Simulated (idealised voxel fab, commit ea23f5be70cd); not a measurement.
You're looking at the process module voxel wiring stack.
Cross-sectional view cut (width: 215 nm; square cell size: 5 nm).
The cross-sections in this document take the form of a grid made of square cells. They are written out as bands, in order from top to bottom. Each band consists of one or more rows of cells.
Within each band entry, the heights of the top and of the bottom of the band appear first, in that order and in nm; the materials of the band then follow from left to right, each with its corresponding width in nm. The designation "edge to edge" on a single material indicates that it fills the band from edge to edge; the designation "air" indicates empty space.
Beneath 0, the wafer as received is one material, and that level is where height counting begins. The lowest band goes on downward without a bottom; it is written like "0 nm and below".
A width given as "30 to 40" starts at the first number in the band's top row and ends at the second number in its bottom row, shifting by an equal amount at every step from row to row.
"remained the same", as given for a step, is the statement that not any cell of the cross-section underwent a change during that step.
If an empty space has no open way to the top and is at least 8 cells in size, "Unvented cavities" lists it, written width x height at distance, where distance is measured from the left edge and every value is in nm.
after a step's settings: what the simulator itself notes on the step
For masked steps, "overlay nm" on the step line gives how far right of plan the mask actually lay; a minus sign means it lay to the left.
LIST OF PLANNED PROCESS STEPS
1) RECEIVE,material Si
2) CONFORMAL_DEP,material SiO2,thk nm 15
3) CONFORMAL_DEP,material SiCN,thk nm 5
4) DIRECTIONAL_DEP,material SiO2,thk nm 25
5) PATTERN,tone open,mask id METAL_1,material resist,width nm 20,pitch nm 45,thk nm 15,overlay nm 0
6) DIRECTIONAL_ETCH,etch materials SiO2,depth nm 25
7) DIRECTIONAL_ETCH,etch materials SiCN,depth nm 5
8) STRIP,etch materials resist
9) CONFORMAL_DEP,material TiN,thk nm 5
10) FILL_DEP,material W,thk nm 10
11) CMP,height nm 45
12) CONFORMAL_DEP,material SiCN,thk nm 5
13) DIRECTIONAL_DEP,material lowk,thk nm 10
14) PATTERN,tone open,mask id PLUG_1,material resist,width nm 15,pitch nm 90,thk nm 20,overlay nm 0
15) DIRECTIONAL_ETCH,etch materials lowk,depth nm 10
16) DIRECTIONAL_ETCH,etch materials SiCN,depth nm 5
17) STRIP,etch materials resist
18) CONFORMAL_DEP,material TiN,thk nm 5
19) FILL_DEP,material Cu,thk nm 5
20) CMP,height nm 60
21) CONFORMAL_DEP,material SiCN,thk nm 5
22) DIRECTIONAL_DEP,material lowk,thk nm 20
23) DIRECTIONAL_DEP,material aC,thk nm 15
24) PATTERN,tone open,mask id METAL_2,material resist,width nm 20,pitch nm 45,thk nm 30,overlay nm 0
25) DIRECTIONAL_ETCH,etch materials aC,depth nm 15
26) STRIP,etch materials resist
27) DIRECTIONAL_ETCH,etch materials lowk,depth nm 20
28) DIRECTIONAL_ETCH,etch materials SiCN,depth nm 5
29) STRIP,etch materials aC
30) CONFORMAL_DEP,material TiN,thk nm 5
31) FILL_DEP,material Ru,thk nm 10
32) CMP,height nm 85
33) CONFORMAL_DEP,material SiCN,thk nm 5
34) DIRECTIONAL_DEP,material SiO2,thk nm 30
35) PATTERN,tone open,mask id METAL_3,material resist,width nm 20,pitch nm 45,thk nm 20,overlay nm 0
36) DIRECTIONAL_ETCH,etch materials SiO2,depth nm 20
37) STRIP,etch materials resist
38) MASKED_ETCH,tone open,mask id METAL_3_HOLES,width nm 15,pitch nm 90,etch materials SiO2,depth nm 10,overlay nm 0
39) MASKED_ETCH,tone open,mask id METAL_3_HOLES,width nm 15,pitch nm 90,etch materials SiCN,depth nm 5,overlay nm 0
40) CONFORMAL_DEP,material TiN,thk nm 5
41) FILL_DEP,material Cu,thk nm 5
42) CMP,height nm 120
43) CONFORMAL_DEP,material SiCN,thk nm 5
WAFER CROSS-SECTION ON RECEIPT, I.E. AFTER STEP 1
  0 nm and below: Si edge to edge
  Unvented cavities: none
SECTIONED VIEW, FIRST OF TWO WAFERS, AT THE CLOSE OF THE MODULE, PROCESSED AS INTENDED IN THE PLAN
  125 nm to 120 nm: SiCN edge to edge
  120 nm to 105 nm: 50 nm SiO2; 5 nm TiN; 10 nm Cu; 5 nm TiN; 25 nm SiO2; 5 nm TiN; 10 nm Cu; 5 nm TiN; 25 nm SiO2; 5 nm TiN; 10 nm Cu; 5 nm TiN; 55 nm SiO2
  105 nm to 100 nm: 50 nm SiO2; 5 nm TiN; 5 nm Cu; 10 nm TiN; 25 nm SiO2; 20 nm TiN; 25 nm SiO2; 5 nm TiN; 5 nm Cu; 10 nm TiN; 55 nm SiO2
  100 nm to 90 nm: 50 nm SiO2; 5 nm TiN; 5 nm Cu; 5 nm TiN; 75 nm SiO2; 5 nm TiN; 5 nm Cu; 5 nm TiN; 60 nm SiO2
  90 nm to 85 nm: 50 nm SiCN; 15 nm TiN; 75 nm SiCN; 15 nm TiN; 60 nm SiCN
  85 nm to 65 nm: 50 nm lowk; 5 nm TiN; 10 nm Ru; 5 nm TiN; 25 nm lowk; 5 nm TiN; 10 nm Ru; 5 nm TiN; 25 nm lowk; 5 nm TiN; 10 nm Ru; 5 nm TiN; 55 nm lowk
  65 nm to 60 nm: 50 nm SiCN; 20 nm TiN; 25 nm SiCN; 20 nm TiN; 25 nm SiCN; 20 nm TiN; 55 nm SiCN
  60 nm to 50 nm: 50 nm lowk; 5 nm TiN; 5 nm Cu; 5 nm TiN; 75 nm lowk; 5 nm TiN; 5 nm Cu; 5 nm TiN; 60 nm lowk
  50 nm to 45 nm: 50 nm SiCN; 15 nm TiN; 75 nm SiCN; 15 nm TiN; 60 nm SiCN
  45 nm to 20 nm: 50 nm SiO2; 5 nm TiN; 10 nm W; 5 nm TiN; 25 nm SiO2; 5 nm TiN; 10 nm W; 5 nm TiN; 25 nm SiO2; 5 nm TiN; 10 nm W; 5 nm TiN; 55 nm SiO2
  20 nm to 15 nm: 50 nm SiCN; 20 nm TiN; 25 nm SiCN; 20 nm TiN; 25 nm SiCN; 20 nm TiN; 55 nm SiCN
  15 nm to 0 nm: SiO2 edge to edge
  0 nm and below: Si edge to edge
  Unvented cavities: none
WAFER TWO, SECTIONED AFTER THE MODULE: THE FIRST WAFER'S START, THE FIRST WAFER'S PLAN, AND ONE MISTAKE IN HOW IT WAS RUN
  125 nm to 120 nm: SiCN edge to edge
  120 nm to 105 nm: 50 nm SiO2; 5 nm TiN; 10 nm Cu; 5 nm TiN; 25 nm SiO2; 5 nm TiN; 10 nm Cu; 5 nm TiN; 25 nm SiO2; 5 nm TiN; 10 nm Cu; 5 nm TiN; 55 nm SiO2
  105 nm to 100 nm: 50 nm SiO2; 5 nm TiN; 5 nm Cu; 10 nm TiN; 25 nm SiO2; 20 nm TiN; 25 nm SiO2; 5 nm TiN; 5 nm Cu; 10 nm TiN; 55 nm SiO2
  100 nm to 90 nm: 50 nm SiO2; 5 nm TiN; 5 nm Cu; 5 nm TiN; 75 nm SiO2; 5 nm TiN; 5 nm Cu; 5 nm TiN; 60 nm SiO2
  90 nm to 85 nm: 50 nm SiCN; 15 nm TiN; 75 nm SiCN; 15 nm TiN; 60 nm SiCN
  85 nm to 65 nm: 50 nm lowk; 5 nm TiN; 10 nm Ru; 5 nm TiN; 25 nm lowk; 5 nm TiN; 10 nm Ru; 5 nm TiN; 25 nm lowk; 5 nm TiN; 10 nm Ru; 5 nm TiN; 55 nm lowk
  65 nm to 60 nm: 50 nm SiCN; 20 nm TiN; 25 nm SiCN; 20 nm TiN; 25 nm SiCN; 20 nm TiN; 55 nm SiCN
  60 nm to 50 nm: 50 nm lowk; 5 nm TiN; 5 nm Cu; 5 nm TiN; 75 nm lowk; 5 nm TiN; 5 nm Cu; 5 nm TiN; 60 nm lowk
  50 nm to 45 nm: 50 nm SiCN; 15 nm TiN; 75 nm SiCN; 15 nm TiN; 60 nm SiCN
  45 nm to 25 nm: 50 nm SiO2; 5 nm TiN; 10 nm W; 5 nm TiN; 25 nm SiO2; 5 nm TiN; 10 nm W; 5 nm TiN; 25 nm SiO2; 5 nm TiN; 10 nm W; 5 nm TiN; 55 nm SiO2
  25 nm to 20 nm: 50 nm SiO2; 20 nm TiN; 25 nm SiO2; 20 nm TiN; 25 nm SiO2; 20 nm TiN; 55 nm SiO2
  20 nm to 5 nm: SiO2 edge to edge
  5 nm to 0 nm: SiCN edge to edge
  0 nm and below: Si edge to edge
  Unvented cavities: none
Misprocessing identified: the executed order of steps 2 and 3 is the reverse of that specified in the plan, each step having taken the other's position
Once processing is complete, comparing cell counts shows that the second wafer has more or fewer of certain materials than the first: SiCN: 12 more | TiN: 6 fewer | W: 6 fewer
